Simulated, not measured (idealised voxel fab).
The process module that follows is named voxel gate over fins.
Cross-sectional view cut (width: 195 nm; square cell size: 5 nm).
Just so we're on the same page, the cross-sections are grids of square cells, and they're listed out in bands top to bottom, each band one or more rows deep. Each band's line starts with the height of the band's top and of its bottom, in nm. Then come its materials from left to right, each with its width in nm. One material with "edge to edge" fills the band from edge to edge. "blank" is empty space. Note: height 0 marks the level under which the wafer is uniformly one material as received. Lowest band unbounded below, written "from 0 down". Graded width ("30..40"): value in top row of band = first number; value in bottom row = second number; row-to-row change constant. Basically "all unchanged" means that step didn't change any cell in the cross-section. If an empty space has no open way to the top and is at least 8 cells in size, "Enclosed void listing" lists it, written width x height at distance, where distance is measured from the left edge and every value is in nm. after a step's settings: what the simulator itself notes on the step. "overlay nm" denotes, for a step that has a mask, the displacement of the mask to the right of its planned place, with negative values corresponding to the left.

**These are the steps we planned for the process**
step 1: RECEIVE [material Si]
step 2: CONFORMAL_DEP [material SiN] [thk nm 5]
step 3: DIRECTIONAL_DEP [material aC] [thk nm 15]
step 4: PATTERN [tone cover] [mask id FINS] [material resist] [width nm 15] [pitch nm 50] [thk nm 35] [overlay nm 0]
step 5: DIRECTIONAL_ETCH [etch materials aC] [depth nm 15]
step 6: STRIP [etch materials resist]
step 7: DIRECTIONAL_ETCH [etch materials SiN] [depth nm 5]
step 8: DIRECTIONAL_ETCH [etch materials Si] [depth nm 40]
step 9: STRIP [etch materials aC]
step 10: FILL_DEP [material SiO2] [thk nm 15]
step 11: CMP [height nm 5]
step 12: DIRECTIONAL_DEP [material aC] [thk nm 15]
step 13: PATTERN [tone open] [mask id RAIL] [material resist] [width nm 15] [thk nm 30] [overlay nm 0]
step 14: DIRECTIONAL_ETCH [etch materials aC] [depth nm 15]
step 15: STRIP [etch materials resist]
step 16: DIRECTIONAL_ETCH [etch materials SiO2] [depth nm 40]
step 17: STRIP [etch materials aC]
step 18: CONFORMAL_DEP [material TiN] [thk nm 5]
step 19: FILL_DEP [material W] [thk nm 5]
step 20: CMP [height nm 5]
step 21: SELECTIVE_ETCH [etch materials W Ru TiN] [depth nm 25]
step 22: FILL_DEP [material SiO2] [thk nm 5]
step 23: CMP [height nm 5]
step 24: SELECTIVE_ETCH [etch materials SiO2] [depth nm 15]
step 25: STRIP [etch materials SiN]
step 26: CONFORMAL_DEP [material HfO2] [thk nm 5]
step 27: CONFORMAL_DEP [material TiN] [thk nm 5]
step 28: CONFORMAL_DEP [material TiAl] [thk nm 5]
step 29: CONFORMAL_DEP [material TiN] [thk nm 5]
step 30: FILL_DEP [material W] [thk nm 10]
step 31: CMP [height nm 25]
step 32: CONFORMAL_DEP [material SiN] [thk nm 10]

**Account of the first of two wafers, which was processed as intended**

**Wafer cross-section on receipt, i.e. after step 1**
from 0 down: Si edge to edge
Enclosed void listing: none

**The following cross-section depicts the wafer upon completion of step 2**
from 5 to 0: SiN edge to edge
Heights below 0 show no change.

**The following cross-section depicts the wafer upon completion of step 3**
from 20 to 5: aC edge to edge
Heights below 5 show no change.

**The following cross-section depicts the wafer upon completion of step 4**
from 55 to 20: 65 of blank, then 15 of resist, then 35 of blank, then 15 of resist, then 65 of blank
Heights below 20 show no change.

**The following cross-section depicts the wafer upon completion of step 5**
from 40 to 20: 65 of blank, then 15 of resist, then 35 of blank, then 15 of resist, then 65 of blank
from 20 to 5: 65 of blank, then 15 of aC, then 35 of blank, then 15 of aC, then 65 of blank
Heights below 5 show no change.

**The following cross-section depicts the wafer upon completion of step 6**
from 20 to 5: 65 of blank, then 15 of aC, then 35 of blank, then 15 of aC, then 65 of blank
Heights below 5 show no change.

**The following cross-section depicts the wafer upon completion of step 7**
from 20 to 5: 65 of blank, then 15 of aC, then 35 of blank, then 15 of aC, then 65 of blank
from 5 to 0: 65 of blank, then 15 of SiN, then 35 of blank, then 15 of SiN, then 65 of blank
Heights below 0 show no change.

**The following cross-section depicts the wafer upon completion of step 8**
from 20 to 5: 65 of blank, then 15 of aC, then 35 of blank, then 15 of aC, then 65 of blank
from 5 to 0: 65 of blank, then 15 of SiN, then 35 of blank, then 15 of SiN, then 65 of blank
from 0 to -40: 65 of blank, then 15 of Si, then 35 of blank, then 15 of Si, then 65 of blank
Heights below -40 show no change.

**The following cross-section depicts the wafer upon completion of step 9**
from 5 to 0: 65 of blank, then 15 of SiN, then 35 of blank, then 15 of SiN, then 65 of blank
Heights below 0 show no change.

**The following cross-section depicts the wafer upon completion of step 10**
from 20 to 5: SiO2 edge to edge
from 5 to 0: 65 of SiO2, then 15 of SiN, then 35 of SiO2, then 15 of SiN, then 65 of SiO2
from 0 to -40: 65 of SiO2, then 15 of Si, then 35 of SiO2, then 15 of Si, then 65 of SiO2
Heights below -40 show no change.

**The following cross-section depicts the wafer upon completion of step 11**
from 5 to 0: 65 of SiO2, then 15 of SiN, then 35 of SiO2, then 15 of SiN, then 65 of SiO2
Heights below 0 show no change.

**The following cross-section depicts the wafer upon completion of step 12**
from 20 to 5: aC edge to edge
Heights below 5 show no change.

**The following cross-section depicts the wafer upon completion of step 13**
from 50 to 20: 90 of resist, then 15 of blank, then 90 of resist
Heights below 20 show no change.

**The following cross-section depicts the wafer upon completion of step 14**
from 35 to 20: 90 of resist, then 15 of blank, then 90 of resist
from 20 to 5: 90 of aC, then 15 of blank, then 90 of aC
Heights below 5 show no change.

**The following cross-section depicts the wafer upon completion of step 15**
from 20 to 5: 90 of aC, then 15 of blank, then 90 of aC
Heights below 5 show no change.

**The following cross-section depicts the wafer upon completion of step 16**
from 20 to 5: 90 of aC, then 15 of blank, then 90 of aC
from 5 to 0: 65 of SiO2, then 15 of SiN, then 10 of SiO2, then 15 of blank, then 10 of SiO2, then 15 of SiN, then 65 of SiO2
from 0 to -35: 65 of SiO2, then 15 of Si, then 10 of SiO2, then 15 of blank, then 10 of SiO2, then 15 of Si, then 65 of SiO2
Heights below -35 show no change.

**The following cross-section depicts the wafer upon completion of step 17**
from 5 to 0: 65 of SiO2, then 15 of SiN, then 10 of SiO2, then 15 of blank, then 10 of SiO2, then 15 of SiN, then 65 of SiO2
Heights below 0 show no change.

**The following cross-section depicts the wafer upon completion of step 18**
from 10 to 5: 95 of TiN, then 5 of blank, then 95 of TiN
from 5 to 0: 65 of SiO2, then 15 of SiN, then 10 of SiO2, then 5 of TiN, then 5 of blank, then 5 of TiN, then 10 of SiO2, then 15 of SiN, then 65 of SiO2
from 0 to -30: 65 of SiO2, then 15 of Si, then 10 of SiO2, then 5 of TiN, then 5 of blank, then 5 of TiN, then 10 of SiO2, then 15 of Si, then 65 of SiO2
from -30 to -35: 65 of SiO2, then 15 of Si, then 10 of SiO2, then 15 of TiN, then 10 of SiO2, then 15 of Si, then 65 of SiO2
Heights below -35 show no change.

**The following cross-section depicts the wafer upon completion of step 19**
from 15 to 10: W edge to edge
from 10 to 5: 95 of TiN, then 5 of W, then 95 of TiN
from 5 to 0: 65 of SiO2, then 15 of SiN, then 10 of SiO2, then 5 of TiN, then 5 of W, then 5 of TiN, then 10 of SiO2, then 15 of SiN, then 65 of SiO2
from 0 to -30: 65 of SiO2, then 15 of Si, then 10 of SiO2, then 5 of TiN, then 5 of W, then 5 of TiN, then 10 of SiO2, then 15 of Si, then 65 of SiO2
Heights below -30 show no change.

**The following cross-section depicts the wafer upon completion of step 20**
from 5 to 0: 65 of SiO2, then 15 of SiN, then 10 of SiO2, then 5 of TiN, then 5 of W, then 5 of TiN, then 10 of SiO2, then 15 of SiN, then 65 of SiO2
Heights below 0 show no change.

**The following cross-section depicts the wafer upon completion of step 21**
from 5 to 0: 65 of SiO2, then 15 of SiN, then 10 of SiO2, then 15 of blank, then 10 of SiO2, then 15 of SiN, then 65 of SiO2
from 0 to -20: 65 of SiO2, then 15 of Si, then 10 of SiO2, then 15 of blank, then 10 of SiO2, then 15 of Si, then 65 of SiO2
Heights below -20 show no change.

**The following cross-section depicts the wafer upon completion of step 22**
from 10 to 5: SiO2 edge to edge
from 5 to 0: 65 of SiO2, then 15 of SiN, then 35 of SiO2, then 15 of SiN, then 65 of SiO2
from 0 to -20: 65 of SiO2, then 15 of Si, then 35 of SiO2, then 15 of Si, then 65 of SiO2
Heights below -20 show no change.

**The following cross-section depicts the wafer upon completion of step 23**
from 5 to 0: 65 of SiO2, then 15 of SiN, then 35 of SiO2, then 15 of SiN, then 65 of SiO2
Heights below 0 show no change.

**The following cross-section depicts the wafer upon completion of step 24**
from 5 to 0: 65 of blank, then 15 of SiN, then 35 of blank, then 15 of SiN, then 65 of blank
from 0 to -10: 65 of blank, then 15 of Si, then 35 of blank, then 15 of Si, then 65 of blank
Heights below -10 show no change.

**The following cross-section depicts the wafer upon completion of step 25**
from 0 to -10: 65 of blank, then 15 of Si, then 35 of blank, then 15 of Si, then 65 of blank
Heights below -10 show no change.

**The following cross-section depicts the wafer upon completion of step 26**
from 5 to 0: 60 of blank, then 25 of HfO2, then 25 of blank, then 25 of HfO2, then 60 of blank
from 0 to -5: 60 of blank, then 5 of HfO2, then 15 of Si, then 5 of HfO2, then 25 of blank, then 5 of HfO2, then 15 of Si, then 5 of HfO2, then 60 of blank
from -5 to -10: 65 of HfO2, then 15 of Si, then 35 of HfO2, then 15 of Si, then 65 of HfO2
Heights below -10 show no change.

**The following cross-section depicts the wafer upon completion of step 27**
from 10 to 5: 55 of blank, then 35 of TiN, then 15 of blank, then 35 of TiN, then 55 of blank
from 5 to 0: 55 of blank, then 5 of TiN, then 25 of HfO2, then 5 of TiN, then 15 of blank, then 5 of TiN, then 25 of HfO2, then 5 of TiN, then 55 of blank
from 0 to -5: 60 of TiN, then 5 of HfO2, then 15 of Si, then 5 of HfO2, then 25 of TiN, then 5 of HfO2, then 15 of Si, then 5 of HfO2, then 60 of TiN
Heights below -5 show no change.

**The following cross-section depicts the wafer upon completion of step 28**
from 15 to 10: 50 of blank, then 45 of TiAl, then 5 of blank, then 45 of TiAl, then 50 of blank
from 10 to 5: 50 of blank, then 5 of TiAl, then 35 of TiN, then 5 of TiAl, then 5 of blank, then 5 of TiAl, then 35 of TiN, then 5 of TiAl, then 50 of blank
from 5 to 0: 55 of TiAl, then 5 of TiN, then 25 of HfO2, then 5 of TiN, then 15 of TiAl, then 5 of TiN, then 25 of HfO2, then 5 of TiN, then 55 of TiAl
Heights below 0 show no change.

**The following cross-section depicts the wafer upon completion of step 29**
from 20 to 15: 45 of blank, then 105 of TiN, then 45 of blank
from 15 to 10: 45 of blank, then 5 of TiN, then 45 of TiAl, then 5 of TiN, then 45 of TiAl, then 5 of TiN, then 45 of blank
from 10 to 5: 50 of TiN, then 5 of TiAl, then 35 of TiN, then 5 of TiAl, then 5 of TiN, then 5 of TiAl, then 35 of TiN, then 5 of TiAl, then 50 of TiN
Heights below 5 show no change.

**The following cross-section depicts the wafer upon completion of step 30**
from 30 to 20: W edge to edge
from 20 to 15: 45 of W, then 105 of TiN, then 45 of W
from 15 to 10: 45 of W, then 5 of TiN, then 45 of TiAl, then 5 of TiN, then 45 of TiAl, then 5 of TiN, then 45 of W
Heights below 10 show no change.

**The following cross-section depicts the wafer upon completion of step 31**
from 25 to 20: W edge to edge
Heights below 20 show no change.

**The following cross-section depicts the wafer upon completion of step 32**
from 35 to 25: SiN edge to edge
Heights below 25 show no change.

**The second wafer: identical to the first at the outset and in its planned sequence, differing only in that one mistake was made during processing; up to and including step 23, its path is the first wafer's path**

**Second wafer cross-section, taken as of the time the plan sets for step 24 to be done**
from 5 to 0: 65 of blank, then 15 of SiN, then 35 of blank, then 15 of SiN, then 65 of blank
from 0 to -20: 65 of blank, then 15 of Si, then 35 of blank, then 15 of Si, then 65 of blank
from -20 to -25: 65 of blank, then 15 of Si, then 10 of blank, then 5 of TiN, then 5 of W, then 5 of TiN, then 10 of blank, then 15 of Si, then 65 of blank
Heights below -25 show no change.

**Second wafer cross-section, taken as of the time the plan sets for step 25 to be done**
from 0 to -20: 65 of blank, then 15 of Si, then 35 of blank, then 15 of Si, then 65 of blank
Heights below -20 show no change.

**Second wafer cross-section, taken as of the time the plan sets for step 26 to be done**
from 5 to 0: 60 of blank, then 25 of HfO2, then 25 of blank, then 25 of HfO2, then 60 of blank
from 0 to -15: 60 of blank, then 5 of HfO2, then 15 of Si, then 5 of HfO2, then 25 of blank, then 5 of HfO2, then 15 of Si, then 5 of HfO2, then 60 of blank
from -15 to -20: 60 of blank, then 5 of HfO2, then 15 of Si, then 35 of HfO2, then 15 of Si, then 5 of HfO2, then 60 of blank
from -20 to -25: 65 of HfO2, then 15 of Si, then 10 of HfO2, then 5 of TiN, then 5 of W, then 5 of TiN, then 10 of HfO2, then 15 of Si, then 65 of HfO2
Heights below -25 show no change.

**Second wafer cross-section, taken as of the time the plan sets for step 27 to be done**
from 10 to 5: 55 of blank, then 35 of TiN, then 15 of blank, then 35 of TiN, then 55 of blank
from 5 to 0: 55 of blank, then 5 of TiN, then 25 of HfO2, then 5 of TiN, then 15 of blank, then 5 of TiN, then 25 of HfO2, then 5 of TiN, then 55 of blank
from 0 to -10: 55 of blank, then 5 of TiN, then 5 of HfO2, then 15 of Si, then 5 of HfO2, then 5 of TiN, then 15 of blank, then 5 of TiN, then 5 of HfO2, then 15 of Si, then 5 of HfO2, then 5 of TiN, then 55 of blank
from -10 to -15: 55 of blank, then 5 of TiN, then 5 of HfO2, then 15 of Si, then 5 of HfO2, then 25 of TiN, then 5 of HfO2, then 15 of Si, then 5 of HfO2, then 5 of TiN, then 55 of blank
from -15 to -20: 60 of TiN, then 5 of HfO2, then 15 of Si, then 35 of HfO2, then 15 of Si, then 5 of HfO2, then 60 of TiN
Heights below -20 show no change.

**Second wafer cross-section, taken as of the time the plan sets for step 28 to be done**
from 15 to 10: 50 of blank, then 45 of TiAl, then 5 of blank, then 45 of TiAl, then 50 of blank
from 10 to 5: 50 of blank, then 5 of TiAl, then 35 of TiN, then 5 of TiAl, then 5 of blank, then 5 of TiAl, then 35 of TiN, then 5 of TiAl, then 50 of blank
from 5 to 0: 50 of blank, then 5 of TiAl, then 5 of TiN, then 25 of HfO2, then 5 of TiN, then 5 of TiAl, then 5 of blank, then 5 of TiAl, then 5 of TiN, then 25 of HfO2, then 5 of TiN, then 5 of TiAl, then 50 of blank
from 0 to -5: 50 of blank, then 5 of TiAl, then 5 of TiN, then 5 of HfO2, then 15 of Si, then 5 of HfO2, then 5 of TiN, then 5 of TiAl, then 5 of blank, then 5 of TiAl, then 5 of TiN, then 5 of HfO2, then 15 of Si, then 5 of HfO2, then 5 of TiN, then 5 of TiAl, then 50 of blank
from -5 to -10: 50 of blank, then 5 of TiAl, then 5 of TiN, then 5 of HfO2, then 15 of Si, then 5 of HfO2, then 5 of TiN, then 15 of TiAl, then 5 of TiN, then 5 of HfO2, then 15 of Si, then 5 of HfO2, then 5 of TiN, then 5 of TiAl, then 50 of blank
from -10 to -15: 55 of TiAl, then 5 of TiN, then 5 of HfO2, then 15 of Si, then 5 of HfO2, then 25 of TiN, then 5 of HfO2, then 15 of Si, then 5 of HfO2, then 5 of TiN, then 55 of TiAl
Heights below -15 show no change.

**Second wafer cross-section, taken as of the time the plan sets for step 29 to be done**
from 20 to 15: 45 of blank, then 105 of TiN, then 45 of blank
from 15 to 10: 45 of blank, then 5 of TiN, then 45 of TiAl, then 5 of TiN, then 45 of TiAl, then 5 of TiN, then 45 of blank
from 10 to 5: 45 of blank, then 5 of TiN, then 5 of TiAl, then 35 of TiN, then 5 of TiAl, then 5 of TiN, then 5 of TiAl, then 35 of TiN, then 5 of TiAl, then 5 of TiN, then 45 of blank
from 5 to 0: 45 of blank, then 5 of TiN, then 5 of TiAl, then 5 of TiN, then 25 of HfO2, then 5 of TiN, then 5 of TiAl, then 5 of TiN, then 5 of TiAl, then 5 of TiN, then 25 of HfO2, then 5 of TiN, then 5 of TiAl, then 5 of TiN, then 45 of blank
from 0 to -5: 45 of blank, then 5 of TiN, then 5 of TiAl, then 5 of TiN, then 5 of HfO2, then 15 of Si, then 5 of HfO2, then 5 of TiN, then 5 of TiAl, then 5 of TiN, then 5 of TiAl, then 5 of TiN, then 5 of HfO2, then 15 of Si, then 5 of HfO2, then 5 of TiN, then 5 of TiAl, then 5 of TiN, then 45 of blank
from -5 to -10: 50 of TiN, then 5 of TiAl, then 5 of TiN, then 5 of HfO2, then 15 of Si, then 5 of HfO2, then 5 of TiN, then 15 of TiAl, then 5 of TiN, then 5 of HfO2, then 15 of Si, then 5 of HfO2, then 5 of TiN, then 5 of TiAl, then 50 of TiN
Heights below -10 show no change.

**Second wafer cross-section, taken as of the time the plan sets for step 30 to be done**
from 30 to 20: W edge to edge
from 20 to 15: 45 of W, then 105 of TiN, then 45 of W
from 15 to 10: 45 of W, then 5 of TiN, then 45 of TiAl, then 5 of TiN, then 45 of TiAl, then 5 of TiN, then 45 of W
from 10 to 5: 45 of W, then 5 of TiN, then 5 of TiAl, then 35 of TiN, then 5 of TiAl, then 5 of TiN, then 5 of TiAl, then 35 of TiN, then 5 of TiAl, then 5 of TiN, then 45 of W
from 5 to 0: 45 of W, then 5 of TiN, then 5 of TiAl, then 5 of TiN, then 25 of HfO2, then 5 of TiN, then 5 of TiAl, then 5 of TiN, then 5 of TiAl, then 5 of TiN, then 25 of HfO2, then 5 of TiN, then 5 of TiAl, then 5 of TiN, then 45 of W
from 0 to -5: 45 of W, then 5 of TiN, then 5 of TiAl, then 5 of TiN, then 5 of HfO2, then 15 of Si, then 5 of HfO2, then 5 of TiN, then 5 of TiAl, then 5 of TiN, then 5 of TiAl, then 5 of TiN, then 5 of HfO2, then 15 of Si, then 5 of HfO2, then 5 of TiN, then 5 of TiAl, then 5 of TiN, then 45 of W
Heights below -5 show no change.

**Second wafer cross-section, taken as of the time the plan sets for step 31 to be done**
from 25 to 20: W edge to edge
Heights below 20 show no change.

**Second wafer cross-section, taken as of the time the plan sets for step 32 to be done**
from 35 to 25: SiN edge to edge
Heights below 25 show no change.
Where did the run depart from the plan? step 24 was run twice
Count the cells at the end and the second wafer has more or fewer of some materials than the first: 14 more of HfO2; 96 fewer of SiO2; 10 more of TiAl; 18 more of TiN; 54 more of W
